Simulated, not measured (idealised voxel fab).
process module | voxel transistor to metal
cross-section cut | 295 nm wide | cells 5 nm
A cross-section is a grid of square cells, given in bands from the top down. A band is one or more rows of cells.
Each band's line starts with the height of the band's top and of its bottom, in nm. Then come its materials from left to right, each with its width in nm. One material with "throughout" fills the band from edge to edge. "air" is empty space.
Height 0 is the level under which the wafer as received is all one material. The lowest band goes on downwards, as in "0 down".
A width such as "30 to 40" changes by the same amount from each row of cells to the next, from the band's top row to its bottom row.
"no change" after a step means that no cell of the cross-section changed.
closed voids: empty space of 8 cells or more with no open way to the top, each as width x height at its distance from the left edge, in nm
after a step's settings: what the simulator itself notes on the step
overlay nm, on a step with a mask: how far to the right of its planned place the mask lay; to the left if negative
plan
1 op RECEIVE | material Si
2 op OXIDIZE | depth nm 5
3 op CONFORMAL_DEP | material SiN | thk nm 15
4 op DIRECTIONAL_DEP | material aC | thk nm 10
5 op PATTERN | tone cover | mask id ACTIVE | material resist | width nm 95 | pitch nm 120 | thk nm 30 | overlay nm 0
6 op DIRECTIONAL_ETCH | etch materials aC | depth nm 10
7 op STRIP | etch materials resist
8 op DIRECTIONAL_ETCH | etch materials SiN | depth nm 15
9 op DIRECTIONAL_ETCH | etch materials SiO2 | depth nm 5
10 op DIRECTIONAL_ETCH | etch materials Si | depth nm 25
11 op STRIP | etch materials aC
12 op FILL_DEP | material SiO2 | thk nm 5
13 op CMP | height nm 15
14 op SELECTIVE_ETCH | etch materials SiO2 | depth nm 15
15 op STRIP | etch materials SiN
16 op SELECTIVE_ETCH | etch materials SiO2 | depth nm 5
17 op OXIDIZE | depth nm 5
18 op DIRECTIONAL_DEP | material polySi | thk nm 30
19 op DIRECTIONAL_DEP | material SiCN | thk nm 15
20 op MASKED_ETCH | tone cover | mask id GATE | width nm 15 | pitch nm 120 | etch materials SiCN | depth nm 25 | overlay nm 0
21 op MASKED_ETCH | tone cover | mask id GATE | width nm 15 | pitch nm 120 | etch materials polySi | depth nm 40 | overlay nm 0
22 op CONFORMAL_DEP | material SiN | thk nm 10
23 op DIRECTIONAL_ETCH | etch materials SiN | depth nm 10
24 op DIRECTIONAL_ETCH | etch materials SiO2 | depth nm 5
25 op DIRECTIONAL_ETCH | etch materials Si | depth nm 15
26 op EPI | material nSi | thk nm 15
27 op FILL_DEP | material SiO2 | thk nm 5
28 op CMP | height nm 40
29 op DIRECTIONAL_DEP | material SiO2 | thk nm 10
30 op DIRECTIONAL_DEP | material aC | thk nm 15
31 op PATTERN | tone open | mask id CONTACT | material resist | width nm 20 | thk nm 35 | overlay nm 0
32 op DIRECTIONAL_ETCH | etch materials aC | depth nm 15
33 op STRIP | etch materials resist
34 op DIRECTIONAL_ETCH | etch materials SiO2 | depth nm 60
35 op STRIP | etch materials aC
36 op CONFORMAL_DEP | material TiN | thk nm 5
37 op FILL_DEP | material Ru | thk nm 10
38 op CMP | height nm 50
39 op DIRECTIONAL_DEP | material TiN | thk nm 5
40 op DIRECTIONAL_DEP | material W | thk nm 25
41 op DIRECTIONAL_DEP | material aC | thk nm 15
42 op PATTERN | tone cover | mask id METAL_1 | material resist | width nm 20 | thk nm 30 | overlay nm 0
43 op DIRECTIONAL_ETCH | etch materials aC | depth nm 15
44 op STRIP | etch materials resist
45 op DIRECTIONAL_ETCH | etch materials W | depth nm 25
46 op DIRECTIONAL_ETCH | etch materials TiN | depth nm 5
47 op STRIP | etch materials aC
48 op FILL_DEP | material lowk | thk nm 5
49 op CMP | height nm 80
50 op CONFORMAL_DEP | material SiCN | thk nm 5
51 op DIRECTIONAL_DEP | material lowk | thk nm 30
52 op PATTERN | tone open | mask id METAL_2_HOLES | material resist | width nm 15 | pitch nm 120 | thk nm 20 | overlay nm 0
53 op DIRECTIONAL_ETCH | etch materials lowk | depth nm 30
54 op STRIP | etch materials resist
55 op PATTERN | tone open | mask id METAL_2 | material resist | width nm 20 | pitch nm 120 | thk nm 15 | overlay nm 0
56 op DIRECTIONAL_ETCH | etch materials lowk | depth nm 15
57 op DIRECTIONAL_ETCH | etch materials SiCN | depth nm 5
58 op STRIP | etch materials resist
59 op CONFORMAL_DEP | material TiN | thk nm 5
60 op FILL_DEP | material Ru | thk nm 5
61 op CMP | height nm 115
62 op CONFORMAL_DEP | material SiCN | thk nm 5
as received, after step 1
  0 down: Si throughout
  closed voids: none
first wafer at the end, as planned
  120 to 115: SiCN throughout
  115 to 105: lowk 45 | TiN 5 | Ru 10 | TiN 5 | lowk 100 | TiN 5 | Ru 10 | TiN 5 | lowk 110
  105 to 100: lowk 45 | TiN 5 | Ru 5 | TiN 10 | lowk 100 | TiN 5 | Ru 5 | TiN 10 | lowk 110
  100 to 85: lowk 45 | TiN 5 | Ru 5 | TiN 5 | lowk 105 | TiN 5 | Ru 5 | TiN 5 | lowk 115
  85 to 80: SiCN 45 | TiN 15 | SiCN 105 | TiN 15 | SiCN 115
  80 to 55: lowk 45 | W 20 | lowk 45 | W 20 | lowk 35 | W 20 | lowk 45 | W 20 | lowk 45
  55 to 50: lowk 45 | TiN 20 | lowk 45 | TiN 20 | lowk 35 | TiN 20 | lowk 45 | TiN 20 | lowk 45
  50 to 40: SiO2 45 | TiN 5 | Ru 10 | TiN 5 | SiO2 45 | TiN 5 | Ru 10 | TiN 5 | SiO2 35 | TiN 5 | Ru 10 | TiN 5 | SiO2 45 | TiN 5 | Ru 10 | TiN 5 | SiO2 45
  40 to 25: SiO2 45 | TiN 5 | Ru 10 | TiN 5 | SiO2 5 | SiN 10 | SiCN 15 | SiN 10 | SiO2 5 | TiN 5 | Ru 10 | TiN 5 | SiO2 35 | TiN 5 | Ru 10 | TiN 5 | SiO2 5 | SiN 10 | SiCN 15 | SiN 10 | SiO2 5 | TiN 5 | Ru 10 | TiN 5 | SiO2 45
  25 to 10: SiO2 45 | TiN 5 | Ru 10 | TiN 5 | SiO2 5 | SiN 10 | polySi 15 | SiN 10 | SiO2 5 | TiN 5 | Ru 10 | TiN 5 | SiO2 35 | TiN 5 | Ru 10 | TiN 5 | SiO2 5 | SiN 10 | polySi 15 | SiN 10 | SiO2 5 | TiN 5 | Ru 10 | TiN 5 | SiO2 45
  10 to 5: SiO2 45 | TiN 20 | SiO2 5 | SiN 10 | polySi 15 | SiN 10 | SiO2 5 | TiN 20 | SiO2 35 | TiN 20 | SiO2 5 | SiN 10 | polySi 15 | SiN 10 | SiO2 5 | TiN 20 | SiO2 45
  5 to -5: SiO2 45 | TiN 10 | nSi 15 | SiN 10 | polySi 15 | SiN 10 | nSi 15 | TiN 10 | SiO2 35 | TiN 10 | nSi 15 | SiN 10 | polySi 15 | SiN 10 | nSi 15 | TiN 10 | SiO2 45
  -5 to -10: SiO2 45 | TiN 10 | nSi 15 | SiO2 35 | nSi 15 | TiN 10 | SiO2 35 | TiN 10 | nSi 15 | SiO2 35 | nSi 15 | TiN 10 | SiO2 45
  -10 to -25: SiO2 40 | nSi 30 | Si 35 | nSi 30 | SiO2 25 | nSi 30 | Si 35 | nSi 30 | SiO2 40
  -25 to -30: SiO2 40 | Si 95 | SiO2 25 | Si 95 | SiO2 40
  -30 down: Si throughout
  closed voids: none
second wafer at the end: like start, like plan, one mistake
  120 to 115: SiCN throughout
  115 to 105: lowk 45 | TiN 5 | Ru 10 | TiN 5 | lowk 100 | TiN 5 | Ru 10 | TiN 5 | lowk 110
  105 to 100: lowk 45 | TiN 5 | Ru 5 | TiN 10 | lowk 100 | TiN 5 | Ru 5 | TiN 10 | lowk 110
  100 to 85: lowk 45 | TiN 5 | Ru 5 | TiN 5 | lowk 105 | TiN 5 | Ru 5 | TiN 5 | lowk 115
  85 to 80: SiCN 45 | TiN 15 | SiCN 105 | TiN 15 | SiCN 115
  80 to 55: W 45 | lowk 20 | W 45 | lowk 20 | W 35 | lowk 20 | W 45 | lowk 20 | W 45
  55 to 50: TiN 45 | lowk 20 | TiN 45 | lowk 20 | TiN 35 | lowk 20 | TiN 45 | lowk 20 | TiN 45
  50 to 40: SiO2 45 | TiN 5 | Ru 10 | TiN 5 | SiO2 45 | TiN 5 | Ru 10 | TiN 5 | SiO2 35 | TiN 5 | Ru 10 | TiN 5 | SiO2 45 | TiN 5 | Ru 10 | TiN 5 | SiO2 45
  40 to 25: SiO2 45 | TiN 5 | Ru 10 | TiN 5 | SiO2 5 | SiN 10 | SiCN 15 | SiN 10 | SiO2 5 | TiN 5 | Ru 10 | TiN 5 | SiO2 35 | TiN 5 | Ru 10 | TiN 5 | SiO2 5 | SiN 10 | SiCN 15 | SiN 10 | SiO2 5 | TiN 5 | Ru 10 | TiN 5 | SiO2 45
  25 to 10: SiO2 45 | TiN 5 | Ru 10 | TiN 5 | SiO2 5 | SiN 10 | polySi 15 | SiN 10 | SiO2 5 | TiN 5 | Ru 10 | TiN 5 | SiO2 35 | TiN 5 | Ru 10 | TiN 5 | SiO2 5 | SiN 10 | polySi 15 | SiN 10 | SiO2 5 | TiN 5 | Ru 10 | TiN 5 | SiO2 45
  10 to 5: SiO2 45 | TiN 20 | SiO2 5 | SiN 10 | polySi 15 | SiN 10 | SiO2 5 | TiN 20 | SiO2 35 | TiN 20 | SiO2 5 | SiN 10 | polySi 15 | SiN 10 | SiO2 5 | TiN 20 | SiO2 45
  5 to -5: SiO2 45 | TiN 10 | nSi 15 | SiN 10 | polySi 15 | SiN 10 | nSi 15 | TiN 10 | SiO2 35 | TiN 10 | nSi 15 | SiN 10 | polySi 15 | SiN 10 | nSi 15 | TiN 10 | SiO2 45
  -5 to -10: SiO2 45 | TiN 10 | nSi 15 | SiO2 35 | nSi 15 | TiN 10 | SiO2 35 | TiN 10 | nSi 15 | SiO2 35 | nSi 15 | TiN 10 | SiO2 45
  -10 to -25: SiO2 40 | nSi 30 | Si 35 | nSi 30 | SiO2 25 | nSi 30 | Si 35 | nSi 30 | SiO2 40
  -25 to -30: SiO2 40 | Si 95 | SiO2 25 | Si 95 | SiO2 40
  -30 down: Si throughout
  closed voids: none
what went wrong: step 42 ran as: op PATTERN | tone open | mask id METAL_1 | material resist | width nm 20 | thk nm 30 | overlay nm 0
at the end the second wafer has, in cells: 27 more of TiN | 135 more of W | 162 fewer of lowk
